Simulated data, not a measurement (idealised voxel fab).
The following process module bears the name voxel released beams.
The cross-section on display is named cut; it measures 300 nm wide, and its cells are 5 nm squares.
We lay out every cross-section as a grid of square cells and spell it out in bands from the top down, where one band means one or more rows of cells.
Top, bottom (nm), then materials left to right with widths (nm); lone material tagged "all across" fills the whole band edge to edge; "air" = empty space.
Height reference: 0 = level under which incoming wafer is all one material. Lowest band: no bottom, runs on downward, e.g. "from 0 down".
Graded width ("30->40"): value in top row of band = first number; value in bottom row = second number; row-to-row change constant.
No cell of the cross-section changed in a step that is given as "remains unaltered".
"Sealed voids" - sealed voids, min. 8 cells, no opening to top; format: width x height at distance (distance from left edge; nm throughout).
Heads up: the bit after the settings on a step's line is the simulator's remark on that step.
"overlay nm", when on a step's line for a step with a mask, measures how far to the right of its planned place the mask lay; a negative measure means to the left.

**The steps planned for the process are as follows**
1: RECEIVE,material Si
2: CONFORMAL_DEP,material Al2O3,thk nm 10
3: DIRECTIONAL_DEP,material SiO2,thk nm 15
4: MASKED_ETCH,tone open,mask id ANCHOR,width nm 35,etch materials SiO2,depth nm 15,overlay nm 0
5: CONFORMAL_DEP,material W,thk nm 10
6: PATTERN,tone cover,mask id BEAM,material resist,width nm 100,thk nm 20,overlay nm 0
7: DIRECTIONAL_ETCH,etch materials W,depth nm 10
8: STRIP,etch materials resist
9: STRIP,etch materials SiO2

**On the first of the two wafers: run conducted according to plan**

**Shown in cross-section is the wafer as received, that is, as it stands after step 1**
- from 0 down | Si all across
- Sealed voids: none

**You're looking at a cross-section of the wafer after step 2**
- from 10 to 0 | Al2O3 all across
- Below 0 it's all the same as before, nothing changed down there.

**You're looking at a cross-section of the wafer after step 3**
- from 25 to 10 | SiO2 all across
- Below 10 it's all the same as before, nothing changed down there.

**You're looking at a cross-section of the wafer after step 4**
- from 25 to 10 | SiO2: 100, then air: 35, then SiO2: 165
- Below 10 it's all the same as before, nothing changed down there.

**You're looking at a cross-section of the wafer after step 5**
- from 35 to 25 | W: 110, then air: 15, then W: 175
- from 25 to 20 | SiO2: 100, then W: 10, then air: 15, then W: 10, then SiO2: 165
- from 20 to 10 | SiO2: 100, then W: 35, then SiO2: 165
- Below 10 it's all the same as before, nothing changed down there.

**You're looking at a cross-section of the wafer after step 6**
- from 55 to 35 | air: 95, then resist: 100, then air: 105
- from 35 to 25 | W: 110, then resist: 15, then W: 175
- from 25 to 20 | SiO2: 100, then W: 10, then resist: 15, then W: 10, then SiO2: 165
- Below 20 it's all the same as before, nothing changed down there.

**You're looking at a cross-section of the wafer after step 7**
- from 55 to 35 | air: 95, then resist: 100, then air: 105
- from 35 to 25 | air: 95, then W: 15, then resist: 15, then W: 70, then air: 105
- Below 25 it's all the same as before, nothing changed down there.

**You're looking at a cross-section of the wafer after step 8**
- from 35 to 25 | air: 95, then W: 15, then air: 15, then W: 70, then air: 105
- from 25 to 20 | SiO2: 100, then W: 10, then air: 15, then W: 10, then SiO2: 165
- Below 20 it's all the same as before, nothing changed down there.

**You're looking at a cross-section of the wafer after step 9**
- from 35 to 25 | air: 95, then W: 15, then air: 15, then W: 70, then air: 105
- from 25 to 20 | air: 100, then W: 10, then air: 15, then W: 10, then air: 165
- from 20 to 10 | air: 100, then W: 35, then air: 165
- Below 10 it's all the same as before, nothing changed down there.

**The second wafer: identical to the first at the outset and in its planned sequence, differing only in that one mistake was made during processing; up to and including step 8, its path is the first wafer's path**

**Cross-section, second wafer, at the end time the plan gives for step 9**
- from 25 to 10 | SiO2: 100, then air: 35, then SiO2: 165
- Below 10 it's all the same as before, nothing changed down there.
The mistake made against the process plan was this: the process deviated at step 9: the operation and settings actually run there were STRIP,etch materials W
Final cells, second wafer relative to first, materials higher or lower: +159 SiO2; -52 W
